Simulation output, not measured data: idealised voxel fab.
Title: Process Module voxel ribs on slabs
Pictured: cross-section cut, 205 nm wide, on a grid of 5 nm square cells.
Cross-section = grid of square cells, listed top down in bands; band = one or more rows.
It is stipulated that each band's entry specify, in nanometres, the height of the top of the band and then that of its bottom, followed by the materials of the band in left-to-right sequence, each together with its width in nanometres. A single material marked by the word "everywhere" is understood to fill the band from edge to edge; the word "blank" is understood to denote empty space.
Below 0: as-received wafer, all one material; heights counted from there. Lowest band: no bottom, goes on down, written "0 down".
Top row gets the first number, bottom row gets the second, and each row in between changes by the same step: that is how a band width like "30..40" works.
Reading "no change occurred" for a step: not a cell of the cross-section changed in it.
The entry titled "Closed void catalog" provides the empty spaces that have no open way to the top, restricted to those of 8 cells or more. Each is presented as width x height at distance, the distance being measured from the left edge, with all three in nm.
Heads up: the bit after the settings on a step's line is the simulator's remark on that step.
overlay nm: where the mask lay relative to plan, measured to the right, on steps with a mask; negatives go left.
[List of planned process steps]
- 1: RECEIVE, material Si
- 2: DIRECTIONAL_DEP, material SiO2, thk nm 30
- 3: DIRECTIONAL_DEP, material polySi, thk nm 25
- 4: MASKED_ETCH, tone cover, mask id RIB, width nm 30, etch materials polySi, depth nm 5, overlay nm 0
- 5: DIRECTIONAL_DEP, material aC, thk nm 15
- 6: PATTERN, tone cover, mask id SLAB, material resist, width nm 70, thk nm 35, overlay nm 0
- 7: DIRECTIONAL_ETCH, etch materials aC, depth nm 15
- 8: STRIP, etch materials resist
- 9: DIRECTIONAL_ETCH, etch materials polySi, depth nm 20
- 10: STRIP, etch materials aC
- 11: FILL_DEP, material SiO2, thk nm 25
- 12: CMP, height nm 70
- 13: DIRECTIONAL_DEP, material W, thk nm 10
- 14: MASKED_ETCH, tone cover, mask id HEATER, width nm 40, etch materials W, depth nm 10, overlay nm 0
- 15: CONFORMAL_DEP, material SiN, thk nm 5
[Step 1 complete: cross-section of the wafer as received]
    0 down = Si everywhere
    Closed void catalog: none
[Wafer cross-section at end of module: start and plan as shown above, one execution error]
    85 to 80 = blank=75  SiN=50  blank=80
    80 to 75 = blank=75  SiN=5  W=40  SiN=5  blank=80
    75 to 70 = SiN=80  W=40  SiN=85
    70 to 55 = SiO2 everywhere
    55 to 50 = SiO2=85  polySi=30  SiO2=90
    50 to 30 = SiO2=60  polySi=80  SiO2=65
    30 to 0 = SiO2 everywhere
    0 down = Si everywhere
    Closed void catalog: none
Want to know what went wrong? step 6: run off-plan, actual operation and settings PATTERN, tone cover, mask id SLAB, material resist, width nm 80, thk nm 35, overlay nm 0
